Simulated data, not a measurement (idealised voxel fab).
Module name: voxel wiring stack (process module)
cross-section cut | 155 nm wide | cells 5 nm
Throughout this document, each cross-section is represented as a grid of square cells and is presented as a sequence of bands enumerated from the top downward, where a band comprises one or more rows of cells.
Top height, bottom height, nm. Materials left to right, width each, nm. Single material + "everywhere" = fills band edge to edge. "empty" = empty.
Counting heights begins at 0, where everything beneath is, in the wafer as received, one material. The lowest band has no bottom; it goes on downwards, as "0 down" shows.
So if you see something like "30 to 40" for the width, read it as the top row of the band sitting at the first number and the bottom row at the second, with every row in between moving by the same amount as the last.
"nothing got changed", as given for a step, is the statement that not any cell of the cross-section underwent a change during that step.
This entry, "Sealed void listing", enumerates those empty regions of no fewer than 8 cells that possess no open connection to the top. Each region is reported in the form width x height at distance, the distance being taken from the left edge, with all three quantities expressed in nm.
Read whatever lies past the settings on a step's line as the simulator's own remark about the step.
Steps that use a mask can have "overlay nm" on their line. It says how far the mask sat to the right of where it was meant to be. Negative means to the left.

### Here's what the planned process steps look like
| 1 | RECEIVE | material Si |
| 2 | CONFORMAL_DEP | material SiO2 | thk nm 15 |
| 3 | CONFORMAL_DEP | material SiCN | thk nm 5 |
| 4 | DIRECTIONAL_DEP | material lowk | thk nm 20 |
| 5 | PATTERN | tone open | mask id METAL_1 | material resist | width nm 20 | pitch nm 40 | thk nm 20 | overlay nm 0 |
| 6 | DIRECTIONAL_ETCH | etch materials lowk | depth nm 20 |
| 7 | DIRECTIONAL_ETCH | etch materials SiCN | depth nm 5 |
| 8 | STRIP | etch materials resist |
| 9 | CONFORMAL_DEP | material TiN | thk nm 5 |
| 10 | FILL_DEP | material W | thk nm 10 |
| 11 | CMP | height nm 40 |
| 12 | CONFORMAL_DEP | material SiCN | thk nm 5 |
| 13 | DIRECTIONAL_DEP | material lowk | thk nm 15 |
| 14 | MASKED_ETCH | tone open | mask id PLUG_1 | width nm 15 | pitch nm 40 | etch materials lowk | depth nm 15 | overlay nm 0 |
| 15 | MASKED_ETCH | tone open | mask id PLUG_1 | width nm 15 | pitch nm 40 | etch materials SiCN | depth nm 5 | overlay nm 0 |
| 16 | EPI | material Ru | thk nm 10 |
| 17 | EPI | material Ru | thk nm 10 |
| 18 | CONFORMAL_DEP | material SiCN | thk nm 5 |
| 19 | DIRECTIONAL_DEP | material SiO2 | thk nm 25 |
| 20 | DIRECTIONAL_DEP | material aC | thk nm 10 |
| 21 | PATTERN | tone open | mask id METAL_2 | material resist | width nm 20 | pitch nm 40 | thk nm 25 | overlay nm 0 |
| 22 | DIRECTIONAL_ETCH | etch materials aC | depth nm 10 |
| 23 | STRIP | etch materials resist |
| 24 | DIRECTIONAL_ETCH | etch materials SiO2 | depth nm 25 |
| 25 | DIRECTIONAL_ETCH | etch materials SiCN | depth nm 5 |
| 26 | STRIP | etch materials aC |
| 27 | CONFORMAL_DEP | material TiN | thk nm 5 |
| 28 | FILL_DEP | material W | thk nm 10 |
| 29 | CMP | height nm 90 |
| 30 | CONFORMAL_DEP | material SiCN | thk nm 5 |
| 31 | DIRECTIONAL_DEP | material SiO2 | thk nm 15 |
| 32 | MASKED_ETCH | tone open | mask id PLUG_2 | width nm 15 | pitch nm 40 | etch materials SiO2 | depth nm 15 | overlay nm 0 |
| 33 | MASKED_ETCH | tone open | mask id PLUG_2 | width nm 15 | pitch nm 40 | etch materials SiCN | depth nm 5 | overlay nm 0 |
| 34 | EPI | material Ru | thk nm 10 |
| 35 | EPI | material Ru | thk nm 10 |
| 36 | CONFORMAL_DEP | material SiCN | thk nm 5 |
| 37 | DIRECTIONAL_DEP | material lowk | thk nm 15 |
| 38 | DIRECTIONAL_DEP | material aC | thk nm 10 |
| 39 | PATTERN | tone open | mask id METAL_3 | material resist | width nm 20 | pitch nm 40 | thk nm 30 | overlay nm 0 |
| 40 | DIRECTIONAL_ETCH | etch materials aC | depth nm 10 |
| 41 | STRIP | etch materials resist |
| 42 | DIRECTIONAL_ETCH | etch materials lowk | depth nm 15 |
| 43 | DIRECTIONAL_ETCH | etch materials SiCN | depth nm 5 |
| 44 | STRIP | etch materials aC |
| 45 | CONFORMAL_DEP | material TiN | thk nm 5 |
| 46 | FILL_DEP | material Cu | thk nm 5 |
| 47 | CMP | height nm 130 |
| 48 | EPI | material Ru | thk nm 5 |
| 49 | FILL_DEP | material SiCN | thk nm 5 |

### The first of the two wafers, which ran as planned

### Wafer at receipt (post step 1), cross-section
0 down | Si everywhere
Sealed void listing: none

### State of the wafer after step 2, shown in cross-section
15 to 0 | SiO2 everywhere
Anything lower than 0 is untouched.

### State of the wafer after step 3, shown in cross-section
20 to 15 | SiCN everywhere
Anything lower than 15 is untouched.

### State of the wafer after step 4, shown in cross-section
40 to 20 | lowk everywhere
Anything lower than 20 is untouched.

### State of the wafer after step 5, shown in cross-section
60 to 40 | 25 resist, 20 empty, 20 resist, 20 empty, 20 resist, 20 empty, 30 resist
Anything lower than 40 is untouched.

### State of the wafer after step 6, shown in cross-section
60 to 40 | 25 resist, 20 empty, 20 resist, 20 empty, 20 resist, 20 empty, 30 resist
40 to 20 | 25 lowk, 20 empty, 20 lowk, 20 empty, 20 lowk, 20 empty, 30 lowk
Anything lower than 20 is untouched.

### State of the wafer after step 7, shown in cross-section
60 to 40 | 25 resist, 20 empty, 20 resist, 20 empty, 20 resist, 20 empty, 30 resist
40 to 20 | 25 lowk, 20 empty, 20 lowk, 20 empty, 20 lowk, 20 empty, 30 lowk
20 to 15 | 25 SiCN, 20 empty, 20 SiCN, 20 empty, 20 SiCN, 20 empty, 30 SiCN
Anything lower than 15 is untouched.

### State of the wafer after step 8, shown in cross-section
40 to 20 | 25 lowk, 20 empty, 20 lowk, 20 empty, 20 lowk, 20 empty, 30 lowk
Anything lower than 20 is untouched.

### State of the wafer after step 9, shown in cross-section
45 to 40 | 30 TiN, 10 empty, 30 TiN, 10 empty, 30 TiN, 10 empty, 35 TiN
40 to 20 | 25 lowk, 5 TiN, 10 empty, 5 TiN, 20 lowk, 5 TiN, 10 empty, 5 TiN, 20 lowk, 5 TiN, 10 empty, 5 TiN, 30 lowk
20 to 15 | 25 SiCN, 20 TiN, 20 SiCN, 20 TiN, 20 SiCN, 20 TiN, 30 SiCN
Anything lower than 15 is untouched.

### State of the wafer after step 10, shown in cross-section
55 to 45 | W everywhere
45 to 40 | 30 TiN, 10 W, 30 TiN, 10 W, 30 TiN, 10 W, 35 TiN
40 to 20 | 25 lowk, 5 TiN, 10 W, 5 TiN, 20 lowk, 5 TiN, 10 W, 5 TiN, 20 lowk, 5 TiN, 10 W, 5 TiN, 30 lowk
Anything lower than 20 is untouched.

### State of the wafer after step 11, shown in cross-section
40 to 20 | 25 lowk, 5 TiN, 10 W, 5 TiN, 20 lowk, 5 TiN, 10 W, 5 TiN, 20 lowk, 5 TiN, 10 W, 5 TiN, 30 lowk
Anything lower than 20 is untouched.

### State of the wafer after step 12, shown in cross-section
45 to 40 | SiCN everywhere
Anything lower than 40 is untouched.

### State of the wafer after step 13, shown in cross-section
60 to 45 | lowk everywhere
Anything lower than 45 is untouched.

### State of the wafer after step 14, shown in cross-section
60 to 45 | 25 lowk, 15 empty, 25 lowk, 15 empty, 25 lowk, 15 empty, 35 lowk
Anything lower than 45 is untouched.

### State of the wafer after step 15, shown in cross-section
60 to 45 | 25 lowk, 15 empty, 25 lowk, 15 empty, 25 lowk, 15 empty, 35 lowk
45 to 40 | 25 SiCN, 15 empty, 25 SiCN, 15 empty, 25 SiCN, 15 empty, 35 SiCN
Anything lower than 40 is untouched.

### State of the wafer after step 16, shown in cross-section
60 to 50 | 25 lowk, 15 empty, 25 lowk, 15 empty, 25 lowk, 15 empty, 35 lowk
50 to 45 | 25 lowk, 15 Ru, 25 lowk, 15 Ru, 25 lowk, 15 Ru, 35 lowk
45 to 40 | 25 SiCN, 15 Ru, 25 SiCN, 15 Ru, 25 SiCN, 15 Ru, 35 SiCN
Anything lower than 40 is untouched.

### State of the wafer after step 17, shown in cross-section
60 to 45 | 25 lowk, 15 Ru, 25 lowk, 15 Ru, 25 lowk, 15 Ru, 35 lowk
Anything lower than 45 is untouched.

### State of the wafer after step 18, shown in cross-section
65 to 60 | SiCN everywhere
Anything lower than 60 is untouched.

### State of the wafer after step 19, shown in cross-section
90 to 65 | SiO2 everywhere
Anything lower than 65 is untouched.

### State of the wafer after step 20, shown in cross-section
100 to 90 | aC everywhere
Anything lower than 90 is untouched.

### State of the wafer after step 21, shown in cross-section
125 to 100 | 25 resist, 20 empty, 20 resist, 20 empty, 20 resist, 20 empty, 30 resist
Anything lower than 100 is untouched.

### State of the wafer after step 22, shown in cross-section
115 to 100 | 25 resist, 20 empty, 20 resist, 20 empty, 20 resist, 20 empty, 30 resist
100 to 90 | 25 aC, 20 empty, 20 aC, 20 empty, 20 aC, 20 empty, 30 aC
Anything lower than 90 is untouched.

### State of the wafer after step 23, shown in cross-section
100 to 90 | 25 aC, 20 empty, 20 aC, 20 empty, 20 aC, 20 empty, 30 aC
Anything lower than 90 is untouched.

### State of the wafer after step 24, shown in cross-section
100 to 90 | 25 aC, 20 empty, 20 aC, 20 empty, 20 aC, 20 empty, 30 aC
90 to 65 | 25 SiO2, 20 empty, 20 SiO2, 20 empty, 20 SiO2, 20 empty, 30 SiO2
Anything lower than 65 is untouched.

### State of the wafer after step 25, shown in cross-section
100 to 90 | 25 aC, 20 empty, 20 aC, 20 empty, 20 aC, 20 empty, 30 aC
90 to 65 | 25 SiO2, 20 empty, 20 SiO2, 20 empty, 20 SiO2, 20 empty, 30 SiO2
65 to 60 | 25 SiCN, 20 empty, 20 SiCN, 20 empty, 20 SiCN, 20 empty, 30 SiCN
Anything lower than 60 is untouched.

### State of the wafer after step 26, shown in cross-section
90 to 65 | 25 SiO2, 20 empty, 20 SiO2, 20 empty, 20 SiO2, 20 empty, 30 SiO2
Anything lower than 65 is untouched.

### State of the wafer after step 27, shown in cross-section
95 to 90 | 30 TiN, 10 empty, 30 TiN, 10 empty, 30 TiN, 10 empty, 35 TiN
90 to 65 | 25 SiO2, 5 TiN, 10 empty, 5 TiN, 20 SiO2, 5 TiN, 10 empty, 5 TiN, 20 SiO2, 5 TiN, 10 empty, 5 TiN, 30 SiO2
65 to 60 | 25 SiCN, 20 TiN, 20 SiCN, 20 TiN, 20 SiCN, 20 TiN, 30 SiCN
Anything lower than 60 is untouched.

### State of the wafer after step 28, shown in cross-section
105 to 95 | W everywhere
95 to 90 | 30 TiN, 10 W, 30 TiN, 10 W, 30 TiN, 10 W, 35 TiN
90 to 65 | 25 SiO2, 5 TiN, 10 W, 5 TiN, 20 SiO2, 5 TiN, 10 W, 5 TiN, 20 SiO2, 5 TiN, 10 W, 5 TiN, 30 SiO2
Anything lower than 65 is untouched.

### State of the wafer after step 29, shown in cross-section
90 to 65 | 25 SiO2, 5 TiN, 10 W, 5 TiN, 20 SiO2, 5 TiN, 10 W, 5 TiN, 20 SiO2, 5 TiN, 10 W, 5 TiN, 30 SiO2
Anything lower than 65 is untouched.

### State of the wafer after step 30, shown in cross-section
95 to 90 | SiCN everywhere
Anything lower than 90 is untouched.

### State of the wafer after step 31, shown in cross-section
110 to 95 | SiO2 everywhere
Anything lower than 95 is untouched.

### State of the wafer after step 32, shown in cross-section
110 to 95 | 25 SiO2, 15 empty, 25 SiO2, 15 empty, 25 SiO2, 15 empty, 35 SiO2
Anything lower than 95 is untouched.

### State of the wafer after step 33, shown in cross-section
110 to 95 | 25 SiO2, 15 empty, 25 SiO2, 15 empty, 25 SiO2, 15 empty, 35 SiO2
95 to 90 | 25 SiCN, 15 empty, 25 SiCN, 15 empty, 25 SiCN, 15 empty, 35 SiCN
Anything lower than 90 is untouched.

### State of the wafer after step 34, shown in cross-section
110 to 100 | 25 SiO2, 15 empty, 25 SiO2, 15 empty, 25 SiO2, 15 empty, 35 SiO2
100 to 95 | 25 SiO2, 15 Ru, 25 SiO2, 15 Ru, 25 SiO2, 15 Ru, 35 SiO2
95 to 90 | 25 SiCN, 15 Ru, 25 SiCN, 15 Ru, 25 SiCN, 15 Ru, 35 SiCN
Anything lower than 90 is untouched.

### State of the wafer after step 35, shown in cross-section
110 to 95 | 25 SiO2, 15 Ru, 25 SiO2, 15 Ru, 25 SiO2, 15 Ru, 35 SiO2
Anything lower than 95 is untouched.

### State of the wafer after step 36, shown in cross-section
115 to 110 | SiCN everywhere
Anything lower than 110 is untouched.

### State of the wafer after step 37, shown in cross-section
130 to 115 | lowk everywhere
Anything lower than 115 is untouched.

### State of the wafer after step 38, shown in cross-section
140 to 130 | aC everywhere
Anything lower than 130 is untouched.

### State of the wafer after step 39, shown in cross-section
170 to 140 | 25 resist, 20 empty, 20 resist, 20 empty, 20 resist, 20 empty, 30 resist
Anything lower than 140 is untouched.

### State of the wafer after step 40, shown in cross-section
160 to 140 | 25 resist, 20 empty, 20 resist, 20 empty, 20 resist, 20 empty, 30 resist
140 to 130 | 25 aC, 20 empty, 20 aC, 20 empty, 20 aC, 20 empty, 30 aC
Anything lower than 130 is untouched.

### State of the wafer after step 41, shown in cross-section
140 to 130 | 25 aC, 20 empty, 20 aC, 20 empty, 20 aC, 20 empty, 30 aC
Anything lower than 130 is untouched.

### State of the wafer after step 42, shown in cross-section
140 to 130 | 25 aC, 20 empty, 20 aC, 20 empty, 20 aC, 20 empty, 30 aC
130 to 115 | 25 lowk, 20 empty, 20 lowk, 20 empty, 20 lowk, 20 empty, 30 lowk
Anything lower than 115 is untouched.

### State of the wafer after step 43, shown in cross-section
140 to 130 | 25 aC, 20 empty, 20 aC, 20 empty, 20 aC, 20 empty, 30 aC
130 to 115 | 25 lowk, 20 empty, 20 lowk, 20 empty, 20 lowk, 20 empty, 30 lowk
115 to 110 | 25 SiCN, 20 empty, 20 SiCN, 20 empty, 20 SiCN, 20 empty, 30 SiCN
Anything lower than 110 is untouched.

### State of the wafer after step 44, shown in cross-section
130 to 115 | 25 lowk, 20 empty, 20 lowk, 20 empty, 20 lowk, 20 empty, 30 lowk
Anything lower than 115 is untouched.

### State of the wafer after step 45, shown in cross-section
135 to 130 | 30 TiN, 10 empty, 30 TiN, 10 empty, 30 TiN, 10 empty, 35 TiN
130 to 115 | 25 lowk, 5 TiN, 10 empty, 5 TiN, 20 lowk, 5 TiN, 10 empty, 5 TiN, 20 lowk, 5 TiN, 10 empty, 5 TiN, 30 lowk
115 to 110 | 25 SiCN, 20 TiN, 20 SiCN, 20 TiN, 20 SiCN, 20 TiN, 30 SiCN
Anything lower than 110 is untouched.

### State of the wafer after step 46, shown in cross-section
140 to 135 | Cu everywhere
135 to 130 | 30 TiN, 10 Cu, 30 TiN, 10 Cu, 30 TiN, 10 Cu, 35 TiN
130 to 115 | 25 lowk, 5 TiN, 10 Cu, 5 TiN, 20 lowk, 5 TiN, 10 Cu, 5 TiN, 20 lowk, 5 TiN, 10 Cu, 5 TiN, 30 lowk
Anything lower than 115 is untouched.

### State of the wafer after step 47, shown in cross-section
130 to 115 | 25 lowk, 5 TiN, 10 Cu, 5 TiN, 20 lowk, 5 TiN, 10 Cu, 5 TiN, 20 lowk, 5 TiN, 10 Cu, 5 TiN, 30 lowk
Anything lower than 115 is untouched.

### State of the wafer after step 48, shown in cross-section
135 to 130 | 20 empty, 30 Ru, 10 empty, 30 Ru, 10 empty, 30 Ru, 25 empty
Anything lower than 130 is untouched.

### State of the wafer after step 49, shown in cross-section
140 to 135 | SiCN everywhere
135 to 130 | 20 SiCN, 30 Ru, 10 SiCN, 30 Ru, 10 SiCN, 30 Ru, 25 SiCN
Anything lower than 130 is untouched.

### Notes, second wafer: start = first wafer's, plan = first wafer's, execution had one mistake; history identical to first through step 13

### X-section, second wafer, when step 14 was due to finish
60 to 45 | 25 empty, 15 lowk, 25 empty, 15 lowk, 25 empty, 15 lowk, 35 empty
Anything lower than 45 is untouched.

X-section, second wafer, when step 15 was due to finish: nothing got changed

X-section, second wafer, when step 16 was due to finish: nothing got changed

X-section, second wafer, when step 17 was due to finish: nothing got changed

### X-section, second wafer, when step 18 was due to finish
65 to 60 | 20 empty, 25 SiCN, 15 empty, 25 SiCN, 15 empty, 25 SiCN, 30 empty
60 to 50 | 20 empty, 5 SiCN, 15 lowk, 5 SiCN, 15 empty, 5 SiCN, 15 lowk, 5 SiCN, 15 empty, 5 SiCN, 15 lowk, 5 SiCN, 30 empty
50 to 45 | 25 SiCN, 15 lowk, 25 SiCN, 15 lowk, 25 SiCN, 15 lowk, 35 SiCN
Anything lower than 45 is untouched.

### X-section, second wafer, when step 19 was due to finish
90 to 75 | 20 empty, 25 SiO2, 15 empty, 25 SiO2, 15 empty, 25 SiO2, 30 empty
75 to 65 | SiO2 everywhere
65 to 60 | 20 SiO2, 25 SiCN, 15 SiO2, 25 SiCN, 15 SiO2, 25 SiCN, 30 SiO2
60 to 50 | 20 SiO2, 5 SiCN, 15 lowk, 5 SiCN, 15 SiO2, 5 SiCN, 15 lowk, 5 SiCN, 15 SiO2, 5 SiCN, 15 lowk, 5 SiCN, 30 SiO2
Anything lower than 50 is untouched.

### X-section, second wafer, when step 20 was due to finish
100 to 90 | 20 empty, 25 aC, 15 empty, 25 aC, 15 empty, 25 aC, 30 empty
90 to 85 | 20 empty, 25 SiO2, 15 empty, 25 SiO2, 15 empty, 25 SiO2, 30 empty
85 to 75 | 20 aC, 25 SiO2, 15 aC, 25 SiO2, 15 aC, 25 SiO2, 30 aC
Anything lower than 75 is untouched.

### X-section, second wafer, when step 21 was due to finish
125 to 100 | 25 resist, 20 empty, 20 resist, 20 empty, 20 resist, 20 empty, 30 resist
100 to 90 | 20 resist, 25 aC, 15 resist, 25 aC, 15 resist, 25 aC, 30 resist
90 to 85 | 20 resist, 25 SiO2, 15 resist, 25 SiO2, 15 resist, 25 SiO2, 30 resist
Anything lower than 85 is untouched.

### X-section, second wafer, when step 22 was due to finish
115 to 100 | 25 resist, 20 empty, 20 resist, 20 empty, 20 resist, 20 empty, 30 resist
100 to 90 | 20 resist, 5 aC, 20 empty, 15 resist, 5 aC, 20 empty, 15 resist, 5 aC, 20 empty, 30 resist
Anything lower than 90 is untouched.

### X-section, second wafer, when step 23 was due to finish
100 to 90 | 20 empty, 5 aC, 35 empty, 5 aC, 35 empty, 5 aC, 50 empty
90 to 85 | 20 empty, 25 SiO2, 15 empty, 25 SiO2, 15 empty, 25 SiO2, 30 empty
Anything lower than 85 is untouched.

### X-section, second wafer, when step 24 was due to finish
100 to 90 | 20 empty, 5 aC, 35 empty, 5 aC, 35 empty, 5 aC, 50 empty
90 to 85 | 20 empty, 5 SiO2, 35 empty, 5 SiO2, 35 empty, 5 SiO2, 50 empty
85 to 75 | 20 aC, 5 SiO2, 20 empty, 15 aC, 5 SiO2, 20 empty, 15 aC, 5 SiO2, 20 empty, 30 aC
75 to 65 | 25 SiO2, 20 empty, 20 SiO2, 20 empty, 20 SiO2, 20 empty, 30 SiO2
Anything lower than 65 is untouched.

### X-section, second wafer, when step 25 was due to finish
100 to 90 | 20 empty, 5 aC, 35 empty, 5 aC, 35 empty, 5 aC, 50 empty
90 to 85 | 20 empty, 5 SiO2, 35 empty, 5 SiO2, 35 empty, 5 SiO2, 50 empty
85 to 75 | 20 aC, 5 SiO2, 20 empty, 15 aC, 5 SiO2, 20 empty, 15 aC, 5 SiO2, 20 empty, 30 aC
75 to 65 | 25 SiO2, 20 empty, 20 SiO2, 20 empty, 20 SiO2, 20 empty, 30 SiO2
65 to 60 | 20 SiO2, 5 SiCN, 20 empty, 15 SiO2, 5 SiCN, 20 empty, 15 SiO2, 5 SiCN, 20 empty, 30 SiO2
Anything lower than 60 is untouched.

### X-section, second wafer, when step 26 was due to finish
90 to 75 | 20 empty, 5 SiO2, 35 empty, 5 SiO2, 35 empty, 5 SiO2, 50 empty
Anything lower than 75 is untouched.

### X-section, second wafer, when step 27 was due to finish
95 to 90 | 15 empty, 15 TiN, 25 empty, 15 TiN, 25 empty, 15 TiN, 45 empty
90 to 80 | 15 empty, 5 TiN, 5 SiO2, 5 TiN, 25 empty, 5 TiN, 5 SiO2, 5 TiN, 25 empty, 5 TiN, 5 SiO2, 5 TiN, 45 empty
80 to 75 | 20 TiN, 5 SiO2, 5 TiN, 10 empty, 20 TiN, 5 SiO2, 5 TiN, 10 empty, 20 TiN, 5 SiO2, 5 TiN, 10 empty, 35 TiN
75 to 65 | 25 SiO2, 5 TiN, 10 empty, 5 TiN, 20 SiO2, 5 TiN, 10 empty, 5 TiN, 20 SiO2, 5 TiN, 10 empty, 5 TiN, 30 SiO2
65 to 60 | 20 SiO2, 5 SiCN, 20 TiN, 15 SiO2, 5 SiCN, 20 TiN, 15 SiO2, 5 SiCN, 20 TiN, 30 SiO2
Anything lower than 60 is untouched.

### X-section, second wafer, when step 28 was due to finish
105 to 95 | W everywhere
95 to 90 | 15 W, 15 TiN, 25 W, 15 TiN, 25 W, 15 TiN, 45 W
90 to 80 | 15 W, 5 TiN, 5 SiO2, 5 TiN, 25 W, 5 TiN, 5 SiO2, 5 TiN, 25 W, 5 TiN, 5 SiO2, 5 TiN, 45 W
80 to 75 | 20 TiN, 5 SiO2, 5 TiN, 10 W, 20 TiN, 5 SiO2, 5 TiN, 10 W, 20 TiN, 5 SiO2, 5 TiN, 10 W, 35 TiN
75 to 65 | 25 SiO2, 5 TiN, 10 W, 5 TiN, 20 SiO2, 5 TiN, 10 W, 5 TiN, 20 SiO2, 5 TiN, 10 W, 5 TiN, 30 SiO2
Anything lower than 65 is untouched.

### X-section, second wafer, when step 29 was due to finish
90 to 80 | 15 W, 5 TiN, 5 SiO2, 5 TiN, 25 W, 5 TiN, 5 SiO2, 5 TiN, 25 W, 5 TiN, 5 SiO2, 5 TiN, 45 W
Anything lower than 80 is untouched.

### X-section, second wafer, when step 30 was due to finish
95 to 90 | SiCN everywhere
Anything lower than 90 is untouched.

### X-section, second wafer, when step 31 was due to finish
110 to 95 | SiO2 everywhere
Anything lower than 95 is untouched.

### X-section, second wafer, when step 32 was due to finish
110 to 95 | 25 SiO2, 15 empty, 25 SiO2, 15 empty, 25 SiO2, 15 empty, 35 SiO2
Anything lower than 95 is untouched.

### X-section, second wafer, when step 33 was due to finish
110 to 95 | 25 SiO2, 15 empty, 25 SiO2, 15 empty, 25 SiO2, 15 empty, 35 SiO2
95 to 90 | 25 SiCN, 15 empty, 25 SiCN, 15 empty, 25 SiCN, 15 empty, 35 SiCN
Anything lower than 90 is untouched.

### X-section, second wafer, when step 34 was due to finish
110 to 100 | 25 SiO2, 15 empty, 25 SiO2, 15 empty, 25 SiO2, 15 empty, 35 SiO2
100 to 95 | 25 SiO2, 15 Ru, 25 SiO2, 15 Ru, 25 SiO2, 15 Ru, 35 SiO2
95 to 90 | 25 SiCN, 15 Ru, 25 SiCN, 15 Ru, 25 SiCN, 15 Ru, 35 SiCN
Anything lower than 90 is untouched.

### X-section, second wafer, when step 35 was due to finish
110 to 95 | 25 SiO2, 15 Ru, 25 SiO2, 15 Ru, 25 SiO2, 15 Ru, 35 SiO2
Anything lower than 95 is untouched.

### X-section, second wafer, when step 36 was due to finish
115 to 110 | SiCN everywhere
Anything lower than 110 is untouched.

### X-section, second wafer, when step 37 was due to finish
130 to 115 | lowk everywhere
Anything lower than 115 is untouched.

### X-section, second wafer, when step 38 was due to finish
140 to 130 | aC everywhere
Anything lower than 130 is untouched.

### X-section, second wafer, when step 39 was due to finish
170 to 140 | 25 resist, 20 empty, 20 resist, 20 empty, 20 resist, 20 empty, 30 resist
Anything lower than 140 is untouched.

### X-section, second wafer, when step 40 was due to finish
160 to 140 | 25 resist, 20 empty, 20 resist, 20 empty, 20 resist, 20 empty, 30 resist
140 to 130 | 25 aC, 20 empty, 20 aC, 20 empty, 20 aC, 20 empty, 30 aC
Anything lower than 130 is untouched.

### X-section, second wafer, when step 41 was due to finish
140 to 130 | 25 aC, 20 empty, 20 aC, 20 empty, 20 aC, 20 empty, 30 aC
Anything lower than 130 is untouched.

### X-section, second wafer, when step 42 was due to finish
140 to 130 | 25 aC, 20 empty, 20 aC, 20 empty, 20 aC, 20 empty, 30 aC
130 to 115 | 25 lowk, 20 empty, 20 lowk, 20 empty, 20 lowk, 20 empty, 30 lowk
Anything lower than 115 is untouched.

### X-section, second wafer, when step 43 was due to finish
140 to 130 | 25 aC, 20 empty, 20 aC, 20 empty, 20 aC, 20 empty, 30 aC
130 to 115 | 25 lowk, 20 empty, 20 lowk, 20 empty, 20 lowk, 20 empty, 30 lowk
115 to 110 | 25 SiCN, 20 empty, 20 SiCN, 20 empty, 20 SiCN, 20 empty, 30 SiCN
Anything lower than 110 is untouched.

### X-section, second wafer, when step 44 was due to finish
130 to 115 | 25 lowk, 20 empty, 20 lowk, 20 empty, 20 lowk, 20 empty, 30 lowk
Anything lower than 115 is untouched.

### X-section, second wafer, when step 45 was due to finish
135 to 130 | 30 TiN, 10 empty, 30 TiN, 10 empty, 30 TiN, 10 empty, 35 TiN
130 to 115 | 25 lowk, 5 TiN, 10 empty, 5 TiN, 20 lowk, 5 TiN, 10 empty, 5 TiN, 20 lowk, 5 TiN, 10 empty, 5 TiN, 30 lowk
115 to 110 | 25 SiCN, 20 TiN, 20 SiCN, 20 TiN, 20 SiCN, 20 TiN, 30 SiCN
Anything lower than 110 is untouched.

### X-section, second wafer, when step 46 was due to finish
140 to 135 | Cu everywhere
135 to 130 | 30 TiN, 10 Cu, 30 TiN, 10 Cu, 30 TiN, 10 Cu, 35 TiN
130 to 115 | 25 lowk, 5 TiN, 10 Cu, 5 TiN, 20 lowk, 5 TiN, 10 Cu, 5 TiN, 20 lowk, 5 TiN, 10 Cu, 5 TiN, 30 lowk
Anything lower than 115 is untouched.

### X-section, second wafer, when step 47 was due to finish
130 to 115 | 25 lowk, 5 TiN, 10 Cu, 5 TiN, 20 lowk, 5 TiN, 10 Cu, 5 TiN, 20 lowk, 5 TiN, 10 Cu, 5 TiN, 30 lowk
Anything lower than 115 is untouched.

### X-section, second wafer, when step 48 was due to finish
135 to 130 | 20 empty, 30 Ru, 10 empty, 30 Ru, 10 empty, 30 Ru, 25 empty
Anything lower than 130 is untouched.

### X-section, second wafer, when step 49 was due to finish
140 to 135 | SiCN everywhere
135 to 130 | 20 SiCN, 30 Ru, 10 SiCN, 30 Ru, 10 SiCN, 30 Ru, 25 SiCN
Anything lower than 130 is untouched.
Plan not followed: heads up, step 14 didn't go per plan, it actually ran as MASKED_ETCH | tone cover | mask id PLUG_1 | width nm 15 | pitch nm 40 | etch materials lowk | depth nm 15 | overlay nm 0
Cell-count delta at end, second wafer over first, by material: Ru: 36 fewer; SiCN: 27 more; TiN: 16 more; W: 32 more; lowk: 39 fewer
